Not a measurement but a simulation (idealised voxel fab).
process module | voxel spacer lines
The width of the displayed cross-section, cut, is 280 nm; its cells are square, with a size of 5 nm.
If you're reading a cross-section in this doc, picture square cells in a grid; it comes to you as bands, top ones listed first down to the bottom, and a band can be one or more rows of cells.
The band entry comprises the height of the band's top followed by the height of its bottom, expressed in nm, and subsequently the band's materials from left to right, each stated together with its width in nm. Where a single material is marked with the word "full width", that material fills the band from edge to edge. The word "blank" represents empty space.
Convention: height 0 is the level below which the wafer, as received, is all one material. The lowest band does not terminate at the bottom but continues downward, represented as "0 and below".
Note: "30 to 40" means the width goes from the first number (top row of the band) to the second number (bottom row) in equal steps per row of cells.
Step note "no modification" = no cross-section cell changed.
Entry "Closed-off voids". Content: empty spaces with no open connection to the top, size 8 cells or greater. Each: width x height at distance. Distance: from left edge. Unit: nm.
Note: text after step settings on the step line = simulator remark on that step.
A step's line can hold "overlay nm"; with a mask on that step, the setting says how far right of the planned place the mask lay, while a negative setting says it lay to the left.

### The planned process steps are enumerated hereunder
1) RECEIVE [material Si]
2) CONFORMAL_DEP [material Al2O3] [thk nm 10]
3) DIRECTIONAL_DEP [material polySi] [thk nm 10]
4) DIRECTIONAL_DEP [material aC] [thk nm 30]
5) PATTERN [tone cover] [mask id MANDREL] [material resist] [width nm 15] [pitch nm 60] [thk nm 40] [overlay nm 0]
6) DIRECTIONAL_ETCH [etch materials aC] [depth nm 30]
7) STRIP [etch materials resist]
8) CONFORMAL_DEP [material SiN] [thk nm 15]
9) DIRECTIONAL_ETCH [etch materials SiN] [depth nm 15]
10) STRIP [etch materials aC]
11) DIRECTIONAL_ETCH [etch materials polySi] [depth nm 10]
12) STRIP [etch materials SiN]

### Wafer cross-section on receipt, i.e. after step 1
  0 and below: Si full width
  Closed-off voids: none

### The plan above was carried out on the starting structure above with one mistake, and this cross-section shows the wafer at the end of the module
  20 down to 10: 85 of blank  45 of polySi  15 of blank  45 of polySi  90 of blank
  10 down to 0: Al2O3 full width
  0 and below: Si full width
  Closed-off voids: none
Diagnosis: swap of plan steps 10 and 11 during execution
